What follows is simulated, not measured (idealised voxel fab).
The process module that follows is named voxel capacitor over wiring.
The width of the displayed cross-section, cut, is 215 nm; its cells are square, with a size of 5 nm.
Cross-section spec: square-cell grid; bands listed top down; each band is one or more rows. Top height, bottom height, nm. Materials left to right, width each, nm. Single material + "all across" = fills band edge to edge. "empty" = empty. Where do heights start? At 0: under that level the wafer as delivered is made of one material only. And the lowest band has no floor; it just carries on downward, as in "0..down". It should be noted that a width expressed as "30 to 40" varies in equal increments from row to row of cells within the band, taking the value of the first number at the top row and that of the second number at the bottom row. "nothing altered" means the step left every cell of the cross-section as it was. Heads up: "Voids lacking openings" only lists the empty pockets with no open path to the top that are 8 cells or more, and it writes them as width x height at distance, distance from the left edge, in nm. Read whatever lies past the settings on a step's line as the simulator's own remark about the step. overlay nm: on a step with a mask, how far right of its planned place the mask lay; negative means left.

[Planned step list for the process]
1) RECEIVE (material Si)
2) CONFORMAL_DEP (material SiO2; thk nm 15)
3) DIRECTIONAL_DEP (material TiN; thk nm 5)
4) DIRECTIONAL_DEP (material Ru; thk nm 25)
5) PATTERN (tone cover; mask id METAL_1; material resist; width nm 20; pitch nm 80; thk nm 15; overlay nm 0)
6) DIRECTIONAL_ETCH (etch materials Ru; depth nm 25)
7) DIRECTIONAL_ETCH (etch materials TiN; depth nm 5)
8) STRIP (etch materials resist)
9) FILL_DEP (material SiO2; thk nm 5)
10) CMP (height nm 45)
11) CONFORMAL_DEP (material SiCN; thk nm 5)
12) DIRECTIONAL_DEP (material SiO2; thk nm 10)
13) PATTERN (tone open; mask id PLUG_1; material resist; width nm 15; thk nm 15; overlay nm 0)
14) DIRECTIONAL_ETCH (etch materials SiO2; depth nm 10)
15) DIRECTIONAL_ETCH (etch materials SiCN; depth nm 5)
16) STRIP (etch materials resist)
17) EPI (material Ru; thk nm 10)
18) EPI (material Ru; thk nm 5)
19) DIRECTIONAL_DEP (material TiN; thk nm 10)
20) DIRECTIONAL_DEP (material Al2O3; thk nm 5)
21) DIRECTIONAL_DEP (material TiN; thk nm 5)
22) DIRECTIONAL_DEP (material aC; thk nm 15)
23) PATTERN (tone cover; mask id UPPER_PLATE; material resist; width nm 65; thk nm 30; overlay nm 0)
24) DIRECTIONAL_ETCH (etch materials aC; depth nm 15)
25) STRIP (etch materials resist)
26) DIRECTIONAL_ETCH (etch materials TiN; depth nm 5)
27) DIRECTIONAL_ETCH (etch materials Al2O3; depth nm 5)
28) STRIP (etch materials aC)
29) PATTERN (tone cover; mask id LOWER_PLATE; material resist; width nm 75; thk nm 20; overlay nm 0)
30) DIRECTIONAL_ETCH (etch materials TiN; depth nm 10)
31) STRIP (etch materials resist)
32) FILL_DEP (material SiO2; thk nm 15)
33) CMP (height nm 90)
34) PATTERN (tone open; mask id PLUG_2; material resist; width nm 15; thk nm 15; overlay nm 0)
35) DIRECTIONAL_ETCH (etch materials SiO2; depth nm 10)
36) STRIP (etch materials resist)
37) CONFORMAL_DEP (material TiN; thk nm 5)
38) FILL_DEP (material W; thk nm 10)
39) CMP (height nm 90)
40) CONFORMAL_DEP (material SiCN; thk nm 5)

[First wafer out of two, processed as planned]

[Shown in cross-section is the wafer as received, that is, as it stands after step 1]
- 0..down | Si all across
- Voids lacking openings: none

[Cross-section: wafer state after step 2]
- 15..0 | SiO2 all across
- Under 0: no change, same as before.

[Cross-section: wafer state after step 3]
- 20..15 | TiN all across
- Under 15: no change, same as before.

[Cross-section: wafer state after step 4]
- 45..20 | Ru all across
- Under 20: no change, same as before.

[Cross-section: wafer state after step 5]
- 60..45 | empty=55  resist=20  empty=60  resist=20  empty=60
- Under 45: no change, same as before.

[Cross-section: wafer state after step 6]
- 60..45 | empty=55  resist=20  empty=60  resist=20  empty=60
- 45..20 | empty=55  Ru=20  empty=60  Ru=20  empty=60
- Under 20: no change, same as before.

[Cross-section: wafer state after step 7]
- 60..45 | empty=55  resist=20  empty=60  resist=20  empty=60
- 45..20 | empty=55  Ru=20  empty=60  Ru=20  empty=60
- 20..15 | empty=55  TiN=20  empty=60  TiN=20  empty=60
- Under 15: no change, same as before.

[Cross-section: wafer state after step 8]
- 45..20 | empty=55  Ru=20  empty=60  Ru=20  empty=60
- Under 20: no change, same as before.

[Cross-section: wafer state after step 9]
- 50..45 | SiO2 all across
- 45..20 | SiO2=55  Ru=20  SiO2=60  Ru=20  SiO2=60
- 20..15 | SiO2=55  TiN=20  SiO2=60  TiN=20  SiO2=60
- Under 15: no change, same as before.

[Cross-section: wafer state after step 10]
- 45..20 | SiO2=55  Ru=20  SiO2=60  Ru=20  SiO2=60
- Under 20: no change, same as before.

[Cross-section: wafer state after step 11]
- 50..45 | SiCN all across
- Under 45: no change, same as before.

[Cross-section: wafer state after step 12]
- 60..50 | SiO2 all across
- Under 50: no change, same as before.

[Cross-section: wafer state after step 13]
- 75..60 | resist=60  empty=15  resist=140
- Under 60: no change, same as before.

[Cross-section: wafer state after step 14]
- 75..60 | resist=60  empty=15  resist=140
- 60..50 | SiO2=60  empty=15  SiO2=140
- Under 50: no change, same as before.

[Cross-section: wafer state after step 15]
- 75..60 | resist=60  empty=15  resist=140
- 60..50 | SiO2=60  empty=15  SiO2=140
- 50..45 | SiCN=60  empty=15  SiCN=140
- Under 45: no change, same as before.

[Cross-section: wafer state after step 16]
- 60..50 | SiO2=60  empty=15  SiO2=140
- Under 50: no change, same as before.

[Cross-section: wafer state after step 17]
- 60..55 | SiO2=60  empty=15  SiO2=140
- 55..50 | SiO2=60  Ru=15  SiO2=140
- 50..45 | SiCN=60  Ru=15  SiCN=140
- Under 45: no change, same as before.

[Cross-section: wafer state after step 18]
- 60..50 | SiO2=60  Ru=15  SiO2=140
- Under 50: no change, same as before.

[Cross-section: wafer state after step 19]
- 70..60 | TiN all across
- Under 60: no change, same as before.

[Cross-section: wafer state after step 20]
- 75..70 | Al2O3 all across
- Under 70: no change, same as before.

[Cross-section: wafer state after step 21]
- 80..75 | TiN all across
- Under 75: no change, same as before.

[Cross-section: wafer state after step 22]
- 95..80 | aC all across
- Under 80: no change, same as before.

[Cross-section: wafer state after step 23]
- 125..95 | empty=60  resist=65  empty=90
- Under 95: no change, same as before.

[Cross-section: wafer state after step 24]
- 110..95 | empty=60  resist=65  empty=90
- 95..80 | empty=60  aC=65  empty=90
- Under 80: no change, same as before.

[Cross-section: wafer state after step 25]
- 95..80 | empty=60  aC=65  empty=90
- Under 80: no change, same as before.

[Cross-section: wafer state after step 26]
- 95..80 | empty=60  aC=65  empty=90
- 80..75 | empty=60  TiN=65  empty=90
- Under 75: no change, same as before.

[Cross-section: wafer state after step 27]
- 95..80 | empty=60  aC=65  empty=90
- 80..75 | empty=60  TiN=65  empty=90
- 75..70 | empty=60  Al2O3=65  empty=90
- Under 70: no change, same as before.

[Cross-section: wafer state after step 28]
- 80..75 | empty=60  TiN=65  empty=90
- Under 75: no change, same as before.

[Cross-section: wafer state after step 29]
- 100..80 | empty=55  resist=75  empty=85
- 80..75 | empty=55  resist=5  TiN=65  resist=5  empty=85
- 75..70 | empty=55  resist=5  Al2O3=65  resist=5  empty=85
- Under 70: no change, same as before.

[Cross-section: wafer state after step 30]
- 100..80 | empty=55  resist=75  empty=85
- 80..75 | empty=55  resist=5  TiN=65  resist=5  empty=85
- 75..70 | empty=55  resist=5  Al2O3=65  resist=5  empty=85
- 70..60 | empty=55  TiN=75  empty=85
- Under 60: no change, same as before.

[Cross-section: wafer state after step 31]
- 80..75 | empty=60  TiN=65  empty=90
- 75..70 | empty=60  Al2O3=65  empty=90
- Under 70: no change, same as before.

[Cross-section: wafer state after step 32]
- 95..80 | SiO2 all across
- 80..75 | SiO2=60  TiN=65  SiO2=90
- 75..70 | SiO2=60  Al2O3=65  SiO2=90
- 70..60 | SiO2=55  TiN=75  SiO2=85
- Under 60: no change, same as before.

[Cross-section: wafer state after step 33]
- 90..80 | SiO2 all across
- Under 80: no change, same as before.

[Cross-section: wafer state after step 34]
- 105..90 | resist=70  empty=15  resist=130
- Under 90: no change, same as before.

[Cross-section: wafer state after step 35]
- 105..90 | resist=70  empty=15  resist=130
- 90..80 | SiO2=70  empty=15  SiO2=130
- Under 80: no change, same as before.

[Cross-section: wafer state after step 36]
- 90..80 | SiO2=70  empty=15  SiO2=130
- Under 80: no change, same as before.

[Cross-section: wafer state after step 37]
- 95..90 | TiN=75  empty=5  TiN=135
- 90..85 | SiO2=70  TiN=5  empty=5  TiN=5  SiO2=130
- 85..75 | SiO2=70 to 60  TiN=15 to 65  SiO2=130 to 90
- Under 75: no change, same as before.

[Cross-section: wafer state after step 38]
- 105..95 | W all across
- 95..90 | TiN=75  W=5  TiN=135
- 90..85 | SiO2=70  TiN=5  W=5  TiN=5  SiO2=130
- Under 85: no change, same as before.

[Cross-section: wafer state after step 39]
- 90..85 | SiO2=70  TiN=5  W=5  TiN=5  SiO2=130
- Under 85: no change, same as before.

[Cross-section: wafer state after step 40]
- 95..90 | SiCN all across
- Under 90: no change, same as before.

[For the second wafer, take the first wafer's start and plan, then add one mistake made in running it; everything through step 28, that step included, is shared with the first]

[Second wafer, sectioned view, at step 29's planned end time]
- 100..80 | empty=60  resist=75  empty=80
- 80..75 | empty=60  TiN=65  resist=10  empty=80
- 75..70 | empty=60  Al2O3=65  resist=10  empty=80
- Under 70: no change, same as before.

[Second wafer, sectioned view, at step 30's planned end time]
- 100..80 | empty=60  resist=75  empty=80
- 80..75 | empty=60  TiN=65  resist=10  empty=80
- 75..70 | empty=60  Al2O3=65  resist=10  empty=80
- 70..60 | empty=60  TiN=75  empty=80
- Under 60: no change, same as before.

[Second wafer, sectioned view, at step 31's planned end time]
- 80..75 | empty=60  TiN=65  empty=90
- 75..70 | empty=60  Al2O3=65  empty=90
- Under 70: no change, same as before.

[Second wafer, sectioned view, at step 32's planned end time]
- 95..80 | SiO2 all across
- 80..75 | SiO2=60  TiN=65  SiO2=90
- 75..70 | SiO2=60  Al2O3=65  SiO2=90
- 70..60 | SiO2=60  TiN=75  SiO2=80
- Under 60: no change, same as before.

[Second wafer, sectioned view, at step 33's planned end time]
- 90..80 | SiO2 all across
- Under 80: no change, same as before.

[Second wafer, sectioned view, at step 34's planned end time]
- 105..90 | resist=70  empty=15  resist=130
- Under 90: no change, same as before.

[Second wafer, sectioned view, at step 35's planned end time]
- 105..90 | resist=70  empty=15  resist=130
- 90..80 | SiO2=70  empty=15  SiO2=130
- Under 80: no change, same as before.

[Second wafer, sectioned view, at step 36's planned end time]
- 90..80 | SiO2=70  empty=15  SiO2=130
- Under 80: no change, same as before.

[Second wafer, sectioned view, at step 37's planned end time]
- 95..90 | TiN=75  empty=5  TiN=135
- 90..85 | SiO2=70  TiN=5  empty=5  TiN=5  SiO2=130
- 85..75 | SiO2=70 to 60  TiN=15 to 65  SiO2=130 to 90
- Under 75: no change, same as before.

[Second wafer, sectioned view, at step 38's planned end time]
- 105..95 | W all across
- 95..90 | TiN=75  W=5  TiN=135
- 90..85 | SiO2=70  TiN=5  W=5  TiN=5  SiO2=130
- Under 85: no change, same as before.

[Second wafer, sectioned view, at step 39's planned end time]
- 90..85 | SiO2=70  TiN=5  W=5  TiN=5  SiO2=130
- Under 85: no change, same as before.

[Second wafer, sectioned view, at step 40's planned end time]
- 95..90 | SiCN all across
- Under 90: no change, same as before.
Run error: step 29 did not use the planned setting and instead ran as PATTERN (tone cover; mask id LOWER_PLATE; material resist; width nm 75; thk nm 20; overlay nm 5)
At the end, the second wafer has the same number of cells of each material as the first, but those cells sit in other places.
